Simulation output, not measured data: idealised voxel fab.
The name of this process module is voxel tone inversion.
In the cross-section labelled cut, the width is 230 nm and each square cell is 5 nm.
Cross-section, as written here: a square-cell grid given band by band from the top down, where a band holds one or more rows of cells. Within each band entry, the heights of the top and of the bottom of the band appear first, in that order and in nm; the materials of the band then follow from left to right, each with its corresponding width in nm. The designation "full width" on a single material indicates that it fills the band from edge to edge; the designation "blank" indicates empty space. Height 0 is the level under which the wafer as received is all one material. The lowest band goes on downwards, as in "from 0 down". Top row gets the first number, bottom row gets the second, and each row in between changes by the same step: that is how a band width like "30 to 40" works. No cell of the cross-section changed in a step that is given as "left unchanged". What "Entrapped voids" gives you is every empty space of 8 cells or more that is cut off from the top. Each appears as width x height at distance, with the distance taken from the left edge and width, height and distance all in nm. Whatever follows a step's settings on its line is a remark the simulator itself makes about that step. The optional step-line setting "overlay nm" applies to steps with a mask and quantifies how far to the right of its planned location the mask lay, a negative value indicating leftward placement.

Process steps (planned)
1 RECEIVE [material Si]
2 CONFORMAL_DEP [material SiN] [thk nm 5]
3 DIRECTIONAL_DEP [material aC] [thk nm 20]
4 PATTERN [tone cover] [mask id POSTS] [material resist] [width nm 25] [pitch nm 45] [thk nm 30] [overlay nm 0]
5 DIRECTIONAL_ETCH [etch materials aC] [depth nm 20]
6 STRIP [etch materials resist]
7 FILL_DEP [material SiO2] [thk nm 5]
8 CMP [height nm 25]
9 STRIP [etch materials aC]

Cross-section: wafer on arrival = after step 1
> from 0 down: Si full width
> Entrapped voids: none

First wafer at the end, as planned
> from 25 to 5: SiO2 80 nm, then blank 25 nm, then SiO2 20 nm, then blank 25 nm, then SiO2 80 nm
> from 5 to 0: SiN full width
> from 0 down: Si full width
> Entrapped voids: none

What the second wafer looks like in cross-section once the module is done. Its start and its plan matched the first wafer's exactly; what differed was one mistake in how it was run
> from 25 to 0: SiN full width
> from 0 down: Si full width
> Entrapped voids: none
Error vs. plan: step 3 deviated from plan and actually ran as DIRECTIONAL_DEP [material SiN] [thk nm 20]
Once processing is complete, comparing cell counts shows that the second wafer has more or fewer of certain materials than the first: +184 SiN, -144 SiO2
